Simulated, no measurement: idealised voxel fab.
process module | voxel air gaps
The cross-section on display is named cut; it measures 225 nm wide, and its cells are 5 nm squares.
Each cross-section below is a grid of square cells, stated as bands in top-down order, with one or more rows of cells making up each band.
What a band's entry tells you: where the top is and where the bottom is, as heights in nm, and after that what lies inside, material by material from left to right, each with its width in nm. Empty space is written as the word "air", and a single material marked with the word "everywhere" occupies the band from edge to edge.
Height 0 is the level under which the wafer as received is all one material. The lowest band goes on downwards, as in "0..down".
A two-number width, for instance "30 to 40", indicates that the width is equal to the first number in the top row of the band and to the second number in the bottom row, and that it changes by a constant amount per row of cells.
Step note "no alterations made" = no cross-section cell changed.
Reported under the label "Enclosed void inventory" are the empty spaces having no open way to the top and comprising 8 cells or more; the notation for each is width x height at distance, in which the distance is measured from the left edge and all three values are in nm.
If you see something after the settings on a step's line, that's the simulator's own remark about that step.
What "overlay nm" on a step's line means: if the step has a mask, that mask lay this far to the right of its planned place, or, when the value is negative, to the left.
## The planned process steps are enumerated hereunder
1: RECEIVE [material Si]
2: CONFORMAL_DEP [material SiO2] [thk nm 10]
3: CONFORMAL_DEP [material SiCN] [thk nm 5]
4: DIRECTIONAL_DEP [material SiO2] [thk nm 40]
5: PATTERN [tone open] [mask id LINES] [material resist] [width nm 20] [pitch nm 45] [thk nm 15] [overlay nm 0]
6: DIRECTIONAL_ETCH [etch materials SiO2] [depth nm 40]
7: STRIP [etch materials resist]
8: CONFORMAL_DEP [material TiN] [thk nm 5]
9: FILL_DEP [material W] [thk nm 10]
10: CMP [height nm 55]
11: EPI [material Ru] [thk nm 10]
12: SELECTIVE_ETCH [etch materials SiO2] [depth nm 50]
13: CONFORMAL_DEP [material SiCN] [thk nm 5]
## First of two wafers, with the run carried out as planned
## Cross-section: wafer on arrival = after step 1
> 0..down  Si everywhere
> Enclosed void inventory: none
## Cross-section: wafer state after step 2
> 10..0  SiO2 everywhere
> Everything under 0 stays put, no change at all.
## Cross-section: wafer state after step 3
> 15..10  SiCN everywhere
> Everything under 10 stays put, no change at all.
## Cross-section: wafer state after step 4
> 55..15  SiO2 everywhere
> Everything under 15 stays put, no change at all.
## Cross-section: wafer state after step 5
> 70..55  resist (55); air (20); resist (25); air (20); resist (25); air (20); resist (60)
> Everything under 55 stays put, no change at all.
## Cross-section: wafer state after step 6
> 70..55  resist (55); air (20); resist (25); air (20); resist (25); air (20); resist (60)
> 55..15  SiO2 (55); air (20); SiO2 (25); air (20); SiO2 (25); air (20); SiO2 (60)
> Everything under 15 stays put, no change at all.
## Cross-section: wafer state after step 7
> 55..15  SiO2 (55); air (20); SiO2 (25); air (20); SiO2 (25); air (20); SiO2 (60)
> Everything under 15 stays put, no change at all.
## Cross-section: wafer state after step 8
> 60..55  TiN (60); air (10); TiN (35); air (10); TiN (35); air (10); TiN (65)
> 55..20  SiO2 (55); TiN (5); air (10); TiN (5); SiO2 (25); TiN (5); air (10); TiN (5); SiO2 (25); TiN (5); air (10); TiN (5); SiO2 (60)
> 20..15  SiO2 (55); TiN (20); SiO2 (25); TiN (20); SiO2 (25); TiN (20); SiO2 (60)
> Everything under 15 stays put, no change at all.
## Cross-section: wafer state after step 9
> 70..60  W everywhere
> 60..55  TiN (60); W (10); TiN (35); W (10); TiN (35); W (10); TiN (65)
> 55..20  SiO2 (55); TiN (5); W (10); TiN (5); SiO2 (25); TiN (5); W (10); TiN (5); SiO2 (25); TiN (5); W (10); TiN (5); SiO2 (60)
> Everything under 20 stays put, no change at all.
## Cross-section: wafer state after step 10
> 55..20  SiO2 (55); TiN (5); W (10); TiN (5); SiO2 (25); TiN (5); W (10); TiN (5); SiO2 (25); TiN (5); W (10); TiN (5); SiO2 (60)
> Everything under 20 stays put, no change at all.
## Cross-section: wafer state after step 11
> 65..55  air (45); Ru (40); air (5); Ru (40); air (5); Ru (40); air (50)
> Everything under 55 stays put, no change at all.
## Cross-section: wafer state after step 12
> 65..55  air (45); Ru (40); air (5); Ru (40); air (5); Ru (40); air (50)
> 55..20  air (55); TiN (5); W (10); TiN (5); air (25); TiN (5); W (10); TiN (5); air (25); TiN (5); W (10); TiN (5); air (60)
> 20..15  air (55); TiN (20); air (25); TiN (20); air (25); TiN (20); air (60)
> Everything under 15 stays put, no change at all.
## Cross-section: wafer state after step 13
> 70..65  air (40); SiCN (140); air (45)
> 65..55  air (40); SiCN (5); Ru (40); SiCN (5); Ru (40); SiCN (5); Ru (40); SiCN (5); air (45)
> 55..50  air (40); SiCN (15); TiN (5); W (10); TiN (5); SiCN (25); TiN (5); W (10); TiN (5); SiCN (25); TiN (5); W (10); TiN (5); SiCN (15); air (45)
> 50..20  air (50); SiCN (5); TiN (5); W (10); TiN (5); SiCN (5); air (15); SiCN (5); TiN (5); W (10); TiN (5); SiCN (5); air (15); SiCN (5); TiN (5); W (10); TiN (5); SiCN (5); air (55)
> 20..15  SiCN (55); TiN (20); SiCN (25); TiN (20); SiCN (25); TiN (20); SiCN (60)
> Everything under 15 stays put, no change at all.
> Enclosed void inventory: 15 x 30 at 80; 15 x 30 at 125
## Second wafer, same starting state and plan as the first, one mistake in the run, identical through step 9
Cross-section of the second wafer corresponding to the planned conclusion of step 10: no alterations made
## Cross-section of the second wafer corresponding to the planned conclusion of step 11
> 80..70  Ru everywhere
> Everything under 70 stays put, no change at all.
Cross-section of the second wafer corresponding to the planned conclusion of step 12: no alterations made
## Cross-section of the second wafer corresponding to the planned conclusion of step 13
> 85..80  SiCN everywhere
> Everything under 80 stays put, no change at all.
What was done differently from what was planned? the run left out plan step 10 entirely, so it was never executed
In the final state, the cell counts of the second wafer exceed or fall short of those of the first for the following materials: Ru: 42 more | SiCN: 76 fewer | SiO2: 264 more | TiN: 39 more | W: 96 more
On completion, 0 closed voids are found in the second wafer, whereas the first wafer has 2.
